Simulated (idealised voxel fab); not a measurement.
This section sets out a process module, namely voxel capacitor over wiring.
This is section cut - it's 185 nm across, gridded in 5 nm square cells.
A cross-section is a grid of square cells, given in bands from the top down. A band is one or more rows of cells. Each band's line starts with the height of the band's top and of its bottom, in nm. Then come its materials from left to right, each with its width in nm. One material with "everywhere" fills the band from edge to edge. "empty" is empty space. A quick word on heights: they are counted from 0, and under that level the wafer as it came to us is one material throughout. The lowest band is different from the rest in having no bottom; it simply continues downward, written as in "0..down". Think of "30 to 40" as a width that walks from the first number to the second as you go down the band, top row to bottom row, taking equal-sized steps from row to row. "all unchanged" means the step left every cell of the cross-section as it was. Look at "Sealed void inventory" for the closed voids: empty spaces with no open path to the top, sized 8 cells or up. Each is width x height at distance, distance from the left edge, all nm. It should be noted that, on the line of a given step, the content following the step's settings is a remark produced by the simulator itself with respect to that step. Among the settings permitted on a step's line is "overlay nm"; applied to a step with a mask, it specifies the extent to which the mask lay to the right of its planned position, whereas a negative figure signifies a position to the left.
-- The process steps that were planned are listed below
1. RECEIVE: material Si
2. CONFORMAL_DEP: material SiO2, thk nm 15
3. DIRECTIONAL_DEP: material TiN, thk nm 5
4. DIRECTIONAL_DEP: material Ru, thk nm 15
5. MASKED_ETCH: tone cover, mask id METAL_1, width nm 30, pitch nm 100, etch materials Ru, depth nm 15, overlay nm 0
6. MASKED_ETCH: tone cover, mask id METAL_1, width nm 30, pitch nm 100, etch materials TiN, depth nm 5, overlay nm -10
7. FILL_DEP: material SiO2, thk nm 5
8. CMP: height nm 35
9. CONFORMAL_DEP: material SiCN, thk nm 5
10. DIRECTIONAL_DEP: material lowk, thk nm 15
11. DIRECTIONAL_DEP: material aC, thk nm 15
12. PATTERN: tone open, mask id PLUG_1, material resist, width nm 15, thk nm 35, overlay nm 0
13. DIRECTIONAL_ETCH: etch materials aC, depth nm 15
14. STRIP: etch materials resist
15. DIRECTIONAL_ETCH: etch materials lowk, depth nm 15
16. DIRECTIONAL_ETCH: etch materials SiCN, depth nm 5
17. STRIP: etch materials aC
18. CONFORMAL_DEP: material TiN, thk nm 5
19. FILL_DEP: material Cu, thk nm 5
20. CMP: height nm 55
21. DIRECTIONAL_DEP: material TiN, thk nm 10
22. DIRECTIONAL_DEP: material HfO2, thk nm 5
23. DIRECTIONAL_DEP: material TiN, thk nm 5
24. DIRECTIONAL_DEP: material aC, thk nm 10
25. PATTERN: tone cover, mask id UPPER_PLATE, material resist, width nm 75, thk nm 30, overlay nm 0
26. DIRECTIONAL_ETCH: etch materials aC, depth nm 10
27. STRIP: etch materials resist
28. DIRECTIONAL_ETCH: etch materials TiN, depth nm 5
29. DIRECTIONAL_ETCH: etch materials HfO2, depth nm 5
30. STRIP: etch materials aC
31. DIRECTIONAL_DEP: material aC, thk nm 15
32. PATTERN: tone cover, mask id LOWER_PLATE, material resist, width nm 85, thk nm 30, overlay nm 0
33. DIRECTIONAL_ETCH: etch materials aC, depth nm 15
34. STRIP: etch materials resist
35. DIRECTIONAL_ETCH: etch materials TiN, depth nm 10
36. STRIP: etch materials aC
37. FILL_DEP: material SiO2, thk nm 20
38. CMP: height nm 90
39. MASKED_ETCH: tone open, mask id PLUG_2, width nm 15, etch materials SiO2, depth nm 15, overlay nm 0
40. CONFORMAL_DEP: material TiN, thk nm 5
41. FILL_DEP: material Ru, thk nm 5
42. CMP: height nm 90
43. CONFORMAL_DEP: material SiCN, thk nm 5
Don't read the plan's overlay nm for step 6 as applying to every wafer: that's the first wafer's value, and the wafers differ in it, though they all start identical.
-- Cross-section of the first of several wafers as received (after step 1)
* 0..down: Si everywhere
* Sealed void inventory: none
-- Cross-section of the first of several wafers once the module has run through its last step, step 43
* 95..90: SiCN everywhere
* 90..80: SiO2 (50), then TiN (5), then Ru (5), then TiN (5), then SiO2 (120)
* 80..70: SiO2 (50 to 40), then TiN (15 to 75), then SiO2 (120 to 70)
* 70..65: SiO2 (40), then HfO2 (75), then SiO2 (70)
* 65..55: SiO2 (35), then TiN (85), then SiO2 (65)
* 55..40: lowk (40), then TiN (5), then Cu (5), then TiN (5), then lowk (130)
* 40..35: SiCN (40), then TiN (15), then SiCN (130)
* 35..20: SiO2 (25), then Ru (30), then SiO2 (70), then Ru (30), then SiO2 (30)
* 20..15: SiO2 (15), then TiN (40), then SiO2 (60), then TiN (40), then SiO2 (30)
* 15..0: SiO2 everywhere
* 0..down: Si everywhere
* Sealed void inventory: none
-- So this is the cross-section on the last wafer at the end of the module
* 95..90: SiCN everywhere
* 90..80: SiO2 (50), then TiN (5), then Ru (5), then TiN (5), then SiO2 (120)
* 80..70: SiO2 (50 to 40), then TiN (15 to 75), then SiO2 (120 to 70)
* 70..65: SiO2 (40), then HfO2 (75), then SiO2 (70)
* 65..55: SiO2 (35), then TiN (85), then SiO2 (65)
* 55..40: lowk (40), then TiN (5), then Cu (5), then TiN (5), then lowk (130)
* 40..35: SiCN (40), then TiN (15), then SiCN (130)
* 35..20: SiO2 (25), then Ru (30), then SiO2 (70), then Ru (30), then SiO2 (30)
* 20..15: SiO2 (25), then TiN (45), then SiO2 (55), then TiN (45), then SiO2 (15)
* 15..0: SiO2 everywhere
* 0..down: Si everywhere
* Sealed void inventory: none
-- Rows = wafers. At module end, each row lists per material the cells gained (+) or lost (-) since the wafer was received, then the closed voids
overlay nm -10; +3 Cu; +15 HfO2; +38 Ru; +71 SiCN; +393 SiO2; +81 TiN; +102 lowk; Sealed void inventory: none
overlay nm -5; +3 Cu; +15 HfO2; +38 Ru; +71 SiCN; +395 SiO2; +79 TiN; +102 lowk; Sealed void inventory: none
overlay nm 0; +3 Cu; +15 HfO2; +38 Ru; +71 SiCN; +397 SiO2; +77 TiN; +102 lowk; Sealed void inventory: none
overlay nm 5; +3 Cu; +15 HfO2; +38 Ru; +71 SiCN; +395 SiO2; +79 TiN; +102 lowk; Sealed void inventory: none
overlay nm 10; +3 Cu; +15 HfO2; +38 Ru; +71 SiCN; +393 SiO2; +81 TiN; +102 lowk; Sealed void inventory: none
overlay nm 15; +3 Cu; +15 HfO2; +38 Ru; +71 SiCN; +391 SiO2; +83 TiN; +102 lowk; Sealed void inventory: none
